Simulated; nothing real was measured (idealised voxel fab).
Process module, titled voxel double patterning
Displayed cross-section: cut, width of 200 nm, square cells sized 5 nm.
Cross-section layout: square cells on a grid; listed as bands, top to bottom; a band spans one or more cell rows. Each band's line starts with the height of the band's top and of its bottom, in nm. Then come its materials from left to right, each with its width in nm. One material with "full width" fills the band from edge to edge. "air" is empty space. For the purposes of this specification, 0 denotes the height below which the wafer in its as-received condition is composed wholly of one material, and the lowermost band, lacking a lower limit, extends downward without end, as expressed in "0 down". Width spec "30..40" -> top row of cells at first value, bottom row at second value, equal per-row change in between. "everything unchanged" -> step changed no cross-section cell. "Enclosed cavities" - sealed voids, min. 8 cells, no opening to top; format: width x height at distance (distance from left edge; nm throughout). If you see something after the settings on a step's line, that's the simulator's own remark about that step. The setting "overlay nm" may be written on the line of a step. When the step uses a mask, the value reports how far to the right of the planned place the mask lay, and a negative value reports that it lay to the left.

Planned process steps
1. RECEIVE: material Si
2. CONFORMAL_DEP: material SiO2, thk nm 5
3. DIRECTIONAL_DEP: material W, thk nm 10
4. DIRECTIONAL_DEP: material SiCN, thk nm 10
5. DIRECTIONAL_DEP: material aC, thk nm 15
6. PATTERN: tone open, mask id FIRST, material resist, width nm 15, pitch nm 50, thk nm 30, overlay nm 0
7. DIRECTIONAL_ETCH: etch materials aC, depth nm 15
8. STRIP: etch materials resist
9. DIRECTIONAL_ETCH: etch materials SiCN, depth nm 10
10. STRIP: etch materials aC
11. PATTERN: tone open, mask id SECOND, material resist, width nm 15, thk nm 15, overlay nm 0
12. DIRECTIONAL_ETCH: etch materials SiCN, depth nm 10
13. STRIP: etch materials resist
14. DIRECTIONAL_ETCH: etch materials W, depth nm 10
15. STRIP: etch materials SiCN

Delivered wafer in cross-section: state after step 1
	0 down: Si full width
	Enclosed cavities: none

The plan above was carried out on the starting structure above with one mistake, and this cross-section shows the wafer at the end of the module
	15 to 5: 75 nm W  30 nm air  20 nm W  15 nm air  60 nm W
	5 to 0: SiO2 full width
	0 down: Si full width
	Enclosed cavities: none
what went wrong: step 6 did not happen as planned, as run it was PATTERN: tone open, mask id FIRST, material resist, width nm 15, pitch nm 50, thk nm 30, overlay nm 10
